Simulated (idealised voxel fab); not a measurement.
process module | voxel self aligned vias
cross-section cut | 235 nm wide | cells 5 nm
A cross-section is a grid of square cells, given in bands from the top down. A band is one or more rows of cells.
Each band's line starts with the height of the band's top and of its bottom, in nm. Then come its materials from left to right, each with its width in nm. One material with "throughout" fills the band from edge to edge. "air" is empty space.
Height 0 is the level under which the wafer as received is all one material. The lowest band goes on downwards, as in "0 down".
A width such as "30 to 40" changes by the same amount from each row of cells to the next, from the band's top row to its bottom row.
"no change" after a step means that no cell of the cross-section changed.
closed voids: empty space of 8 cells or more with no open way to the top, each as width x height at its distance from the left edge, in nm
after a step's settings: what the simulator itself notes on the step
overlay nm, on a step with a mask: how far to the right of its planned place the mask lay; to the left if negative
plan
1 op RECEIVE | material Si
2 op CONFORMAL_DEP | material SiO2 | thk nm 15
3 op CONFORMAL_DEP | material SiCN | thk nm 5
4 op DIRECTIONAL_DEP | material SiO2 | thk nm 30
5 op MASKED_ETCH | tone open | mask id LINES | width nm 30 | pitch nm 70 | etch materials SiO2 | depth nm 30 | overlay nm -15
6 op CONFORMAL_DEP | material TiN | thk nm 5
7 op FILL_DEP | material W | thk nm 10
8 op CMP | height nm 50
9 op SELECTIVE_ETCH | etch materials W Ru TiN | depth nm 10
10 op FILL_DEP | material SiN | thk nm 5
11 op CMP | height nm 50
12 op DIRECTIONAL_DEP | material SiO2 | thk nm 20
13 op PATTERN | tone open | mask id VIAS | material resist | width nm 50 | pitch nm 140 | thk nm 20 | overlay nm 0
14 op DIRECTIONAL_ETCH | etch materials SiO2 | depth nm 20
15 op DIRECTIONAL_ETCH | etch materials SiN | depth nm 10
16 op STRIP | etch materials resist
17 op CONFORMAL_DEP | material TiN | thk nm 5
18 op FILL_DEP | material W | thk nm 10
19 op CMP | height nm 70
20 op CONFORMAL_DEP | material SiN | thk nm 5
varied across the wafers: overlay nm of step 5. The plan shows the first wafer's value. All wafers start alike
first wafer as received, after step 1
  0 down: Si throughout
  closed voids: none
each wafer at the end: cells of each material gained (+) or lost (-) since it was received, then its closed voids
overlay nm -15 | +47 SiCN | +63 SiN | +423 SiO2 | +76 TiN | +96 W | closed voids: none
overlay nm -10 | +47 SiCN | +59 SiN | +423 SiO2 | +76 TiN | +100 W | closed voids: none
overlay nm -5 | +47 SiCN | +59 SiN | +423 SiO2 | +76 TiN | +100 W | closed voids: none
overlay nm 0 | +47 SiCN | +59 SiN | +423 SiO2 | +76 TiN | +100 W | closed voids: none
overlay nm 5 | +47 SiCN | +59 SiN | +423 SiO2 | +76 TiN | +100 W | closed voids: none
overlay nm 10 | +47 SiCN | +59 SiN | +423 SiO2 | +76 TiN | +100 W | closed voids: none
overlay nm 15 | +47 SiCN | +63 SiN | +423 SiO2 | +76 TiN | +96 W | closed voids: none
